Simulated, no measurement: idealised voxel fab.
voxel self aligned vias: a process module
For reference, the cross-section in this document is cut, with width 205 nm and square cells of 5 nm.
Just so we're on the same page, the cross-sections are grids of square cells, and they're listed out in bands top to bottom, each band one or more rows deep. Each band's line starts with the height of the band's top and of its bottom, in nm. Then come its materials from left to right, each with its width in nm. One material with "all across" fills the band from edge to edge. "empty" is empty space. Heights are reckoned from 0. Under this level, the received wafer is all of one material. The bottommost band is open-ended downward, for example "0..down". So if you see something like "30 to 40" for the width, read it as the top row of the band sitting at the first number and the bottom row at the second, with every row in between moving by the same amount as the last. You'll sometimes find "no change" written for a step, and that's the way of saying that nowhere in the cross-section did a cell change during that step. You'll see "Unvented internal voids" listing empty spaces that have no way open to the top, as long as they're 8 cells or more; the notation is width x height at distance, where the distance is from the left edge, and all of it is in nm. Formally, on a step line, whatever follows the settings is a remark that the simulator itself makes on the step. Each step line may optionally specify "overlay nm", which for a step with a mask gives the rightward distance between the mask's planned place and where it lay, a negative value indicating the leftward direction.

### Process steps foreseen in the plan
1: RECEIVE, material Si
2: CONFORMAL_DEP, material SiO2, thk nm 10
3: CONFORMAL_DEP, material SiCN, thk nm 5
4: DIRECTIONAL_DEP, material lowk, thk nm 30
5: MASKED_ETCH, tone open, mask id LINES, width nm 20, pitch nm 50, etch materials lowk, depth nm 30, overlay nm 0
6: CONFORMAL_DEP, material TiN, thk nm 5
7: FILL_DEP, material W, thk nm 10
8: CMP, height nm 45
9: SELECTIVE_ETCH, etch materials W Ru TiN, depth nm 5
10: FILL_DEP, material SiN, thk nm 10
11: CMP, height nm 45
12: DIRECTIONAL_DEP, material lowk, thk nm 20
13: MASKED_ETCH, tone open, mask id VIAS, width nm 30, pitch nm 50, etch materials lowk, depth nm 20, overlay nm 0
14: MASKED_ETCH, tone open, mask id VIAS, width nm 30, pitch nm 50, etch materials SiN, depth nm 5, overlay nm 0
15: CONFORMAL_DEP, material TiN, thk nm 5
16: FILL_DEP, material Cu, thk nm 10
17: CMP, height nm 65
18: CONFORMAL_DEP, material SiN, thk nm 5

### Wafer cross-section on receipt, i.e. after step 1
  0..down: Si all across
  Unvented internal voids: none

### Run as planned - first of the two wafers cross-sectioned at the end of the module
  70..65: SiN all across
  65..50: lowk=60; TiN=5; Cu=20; TiN=5; lowk=20; TiN=5; Cu=20; TiN=5; lowk=65
  50..45: lowk=60; TiN=10; Cu=10; TiN=10; lowk=20; TiN=10; Cu=10; TiN=10; lowk=65
  45..40: lowk=65; TiN=20; lowk=30; TiN=20; lowk=70
  40..20: lowk=65; TiN=5; W=10; TiN=5; lowk=30; TiN=5; W=10; TiN=5; lowk=70
  20..15: lowk=65; TiN=20; lowk=30; TiN=20; lowk=70
  15..10: SiCN all across
  10..0: SiO2 all across
  0..down: Si all across
  Unvented internal voids: none

### Cross-section at end of module for the second wafer of two, which matched the first in starting point and plan and differed by one mistake in its processing
  70..65: SiN all across
  65..45: lowk=60; TiN=5; Cu=20; TiN=5; lowk=20; TiN=5; Cu=20; TiN=5; lowk=65
  45..40: SiN=60; TiN=30; SiN=20; TiN=30; SiN=65
  40..15: lowk=65; TiN=5; W=10; TiN=5; lowk=30; TiN=5; W=10; TiN=5; lowk=70
  15..10: lowk=65; TiN=20; lowk=30; TiN=20; lowk=70
  10..0: SiO2 all across
  0..down: Si all across
  Unvented internal voids: none
Processing error: step 3 in the plan did not get run; it was skipped
At the finish, the second wafer shows more or fewer cells for some materials than the first does: Cu: 4 more | SiCN: 41 fewer | SiN: 29 more | TiN: 4 more | W: 4 more
